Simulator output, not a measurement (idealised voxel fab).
A process module follows: voxel self aligned vias.
This is section cut - it's 160 nm across, gridded in 5 nm square cells.
A cross-section is written here as square cells arranged in a grid, and it is given in bands from the top down, each band taking up one or more rows of cells.
Basically the band line says how high the top is and how high the bottom is, in nm, and then what's in it from left to right, every material with its width in nm. Empty space shows up as "blank", and if a single material carries "throughout" it runs the full band edge to edge.
Height 0 is the level under which the wafer as received is all one material. The lowest band goes on downwards, as in "top 0, no bottom".
Graded width ("30->40"): value in top row of band = first number; value in bottom row = second number; row-to-row change constant.
"no modification" means the step left every cell of the cross-section as it was.
"Closed void register" contains a list of empty spaces, each no smaller than 8 cells and without an open way to the top, written in the form width x height at distance with the distance from the left edge and all three in nm.
after a step's settings: what the simulator itself notes on the step
overlay nm, on a step with a mask: how far to the right of its planned place the mask lay; to the left if negative
**Planned step list for the process**
1. RECEIVE | material Si
2. CONFORMAL_DEP | material SiO2 | thk nm 15
3. CONFORMAL_DEP | material SiCN | thk nm 5
4. DIRECTIONAL_DEP | material SiO2 | thk nm 25
5. MASKED_ETCH | tone open | mask id LINES | width nm 25 | pitch nm 50 | etch materials SiO2 | depth nm 25 | overlay nm 0
6. CONFORMAL_DEP | material TiN | thk nm 5
7. FILL_DEP | material Ru | thk nm 10
8. CMP | height nm 45
9. SELECTIVE_ETCH | etch materials W Ru TiN | depth nm 10
10. FILL_DEP | material SiN | thk nm 5
11. CMP | height nm 45
12. DIRECTIONAL_DEP | material SiO2 | thk nm 20
13. PATTERN | tone open | mask id VIAS | material resist | width nm 35 | pitch nm 50 | thk nm 20 | overlay nm 0
14. DIRECTIONAL_ETCH | etch materials SiO2 | depth nm 20
15. DIRECTIONAL_ETCH | etch materials SiN | depth nm 10
16. STRIP | etch materials resist
17. CONFORMAL_DEP | material TiN | thk nm 5
18. FILL_DEP | material W | thk nm 10
19. CMP | height nm 65
20. CONFORMAL_DEP | material SiCN | thk nm 5
The value of thk nm given for step 20 in the plan refers to the first wafer; the wafers vary in this setting and are alike at the start.
**The as-received cross-section of the first of several wafers corresponds to the state after step 1**
- top 0, no bottom | Si throughout
- Closed void register: none
**For your reference, the table is organized with a row per wafer; each row reflects the wafer at the end of the module, indicating for each material the cells gained (+) or lost (-) since receipt, and thereafter its closed voids**
thk nm 5 | +12 Ru | +64 SiCN | +278 SiO2 | +52 TiN | +42 W | Closed void register: none
thk nm 10 | +12 Ru | +96 SiCN | +278 SiO2 | +52 TiN | +42 W | Closed void register: none
thk nm 15 | +12 Ru | +128 SiCN | +278 SiO2 | +52 TiN | +42 W | Closed void register: none
thk nm 20 | +12 Ru | +160 SiCN | +278 SiO2 | +52 TiN | +42 W | Closed void register: none
